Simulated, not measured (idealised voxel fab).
process module | voxel gate over fins
cross-section cut | 195 nm wide | cells 5 nm
A cross-section is a grid of square cells, given in bands from the top down. A band is one or more rows of cells.
Each band's line starts with the height of the band's top and of its bottom, in nm. Then come its materials from left to right, each with its width in nm. One material with "throughout" fills the band from edge to edge. "air" is empty space.
Height 0 is the level under which the wafer as received is all one material. The lowest band goes on downwards, as in "0 down".
A width such as "30 to 40" changes by the same amount from each row of cells to the next, from the band's top row to its bottom row.
"no change" after a step means that no cell of the cross-section changed.
closed voids: empty space of 8 cells or more with no open way to the top, each as width x height at its distance from the left edge, in nm
after a step's settings: what the simulator itself notes on the step
overlay nm, on a step with a mask: how far to the right of its planned place the mask lay; to the left if negative
plan
1 op RECEIVE | material Si
2 op CONFORMAL_DEP | material SiN | thk nm 5
3 op DIRECTIONAL_DEP | material aC | thk nm 15
4 op PATTERN | tone cover | mask id FINS | material resist | width nm 15 | pitch nm 50 | thk nm 35 | overlay nm 0
5 op DIRECTIONAL_ETCH | etch materials aC | depth nm 15
6 op STRIP | etch materials resist
7 op DIRECTIONAL_ETCH | etch materials SiN | depth nm 5
8 op DIRECTIONAL_ETCH | etch materials Si | depth nm 40
9 op STRIP | etch materials aC
10 op FILL_DEP | material SiO2 | thk nm 15
11 op CMP | height nm 5
12 op DIRECTIONAL_DEP | material aC | thk nm 15
13 op PATTERN | tone open | mask id RAIL | material resist | width nm 15 | thk nm 30 | overlay nm 0
14 op DIRECTIONAL_ETCH | etch materials aC | depth nm 15
15 op STRIP | etch materials resist
16 op DIRECTIONAL_ETCH | etch materials SiO2 | depth nm 40
17 op STRIP | etch materials aC
18 op CONFORMAL_DEP | material TiN | thk nm 5
19 op FILL_DEP | material W | thk nm 5
20 op CMP | height nm 5
21 op SELECTIVE_ETCH | etch materials W Ru TiN | depth nm 25
22 op FILL_DEP | material SiO2 | thk nm 5
23 op CMP | height nm 5
24 op SELECTIVE_ETCH | etch materials SiO2 | depth nm 15
25 op STRIP | etch materials SiN
26 op CONFORMAL_DEP | material HfO2 | thk nm 5
27 op CONFORMAL_DEP | material TiN | thk nm 5
28 op CONFORMAL_DEP | material TiAl | thk nm 5
29 op CONFORMAL_DEP | material TiN | thk nm 5
30 op FILL_DEP | material W | thk nm 10
31 op CMP | height nm 25
32 op CONFORMAL_DEP | material SiN | thk nm 10
varied across the wafers: width nm of step 13. The plan shows the first wafer's value. All wafers start alike
first wafer as received, after step 1
  0 down: Si throughout
  closed voids: none
first wafer at the end, after step 32
  35 to 25: SiN throughout
  25 to 20: W throughout
  20 to 15: W 45 | TiN 105 | W 45
  15 to 10: W 45 | TiN 5 | TiAl 45 | TiN 5 | TiAl 45 | TiN 5 | W 45
  10 to 5: TiN 50 | TiAl 5 | TiN 35 | TiAl 5 | TiN 5 | TiAl 5 | TiN 35 | TiAl 5 | TiN 50
  5 to 0: TiAl 55 | TiN 5 | HfO2 25 | TiN 5 | TiAl 15 | TiN 5 | HfO2 25 | TiN 5 | TiAl 55
  0 to -5: TiN 60 | HfO2 5 | Si 15 | HfO2 5 | TiN 25 | HfO2 5 | Si 15 | HfO2 5 | TiN 60
  -5 to -10: HfO2 65 | Si 15 | HfO2 35 | Si 15 | HfO2 65
  -10 to -20: SiO2 65 | Si 15 | SiO2 35 | Si 15 | SiO2 65
  -20 to -30: SiO2 65 | Si 15 | SiO2 10 | TiN 5 | W 5 | TiN 5 | SiO2 10 | Si 15 | SiO2 65
  -30 to -35: SiO2 65 | Si 15 | SiO2 10 | TiN 15 | SiO2 10 | Si 15 | SiO2 65
  -35 to -40: SiO2 65 | Si 15 | SiO2 35 | Si 15 | SiO2 65
  -40 down: Si throughout
  closed voids: none
last wafer at the end
  35 to 25: SiN throughout
  25 to 20: W throughout
  20 to 15: W 45 | TiN 105 | W 45
  15 to 10: W 45 | TiN 5 | TiAl 45 | TiN 5 | TiAl 45 | TiN 5 | W 45
  10 to 5: TiN 50 | TiAl 5 | TiN 35 | TiAl 5 | TiN 5 | TiAl 5 | TiN 35 | TiAl 5 | TiN 50
  5 to 0: TiAl 55 | TiN 5 | HfO2 25 | TiN 5 | TiAl 15 | TiN 5 | HfO2 25 | TiN 5 | TiAl 55
  0 to -5: TiN 60 | HfO2 5 | Si 15 | HfO2 5 | TiN 25 | HfO2 5 | Si 15 | HfO2 5 | TiN 60
  -5 to -10: HfO2 65 | Si 15 | HfO2 35 | Si 15 | HfO2 65
  -10 to -20: SiO2 65 | Si 15 | SiO2 35 | Si 15 | SiO2 65
  -20 to -30: SiO2 65 | Si 15 | SiO2 5 | TiN 5 | W 20 | TiN 5 | Si 15 | SiO2 65
  -30 to -35: SiO2 65 | Si 15 | SiO2 5 | TiN 30 | Si 15 | SiO2 65
  -35 to -40: SiO2 65 | Si 15 | SiO2 35 | Si 15 | SiO2 65
  -40 down: Si throughout
  closed voids: none
each wafer at the end: cells of each material gained (+) or lost (-) since it was received, then its closed voids
width nm 15 | +47 HfO2 | -264 Si | +78 SiN | +189 SiO2 | +47 TiAl | +99 TiN | +77 W | closed voids: none
width nm 20 | +47 HfO2 | -264 Si | +78 SiN | +186 SiO2 | +47 TiAl | +100 TiN | +79 W | closed voids: none
width nm 25 | +47 HfO2 | -264 Si | +78 SiN | +183 SiO2 | +47 TiAl | +101 TiN | +81 W | closed voids: none
width nm 30 | +47 HfO2 | -264 Si | +78 SiN | +180 SiO2 | +47 TiAl | +102 TiN | +83 W | closed voids: none
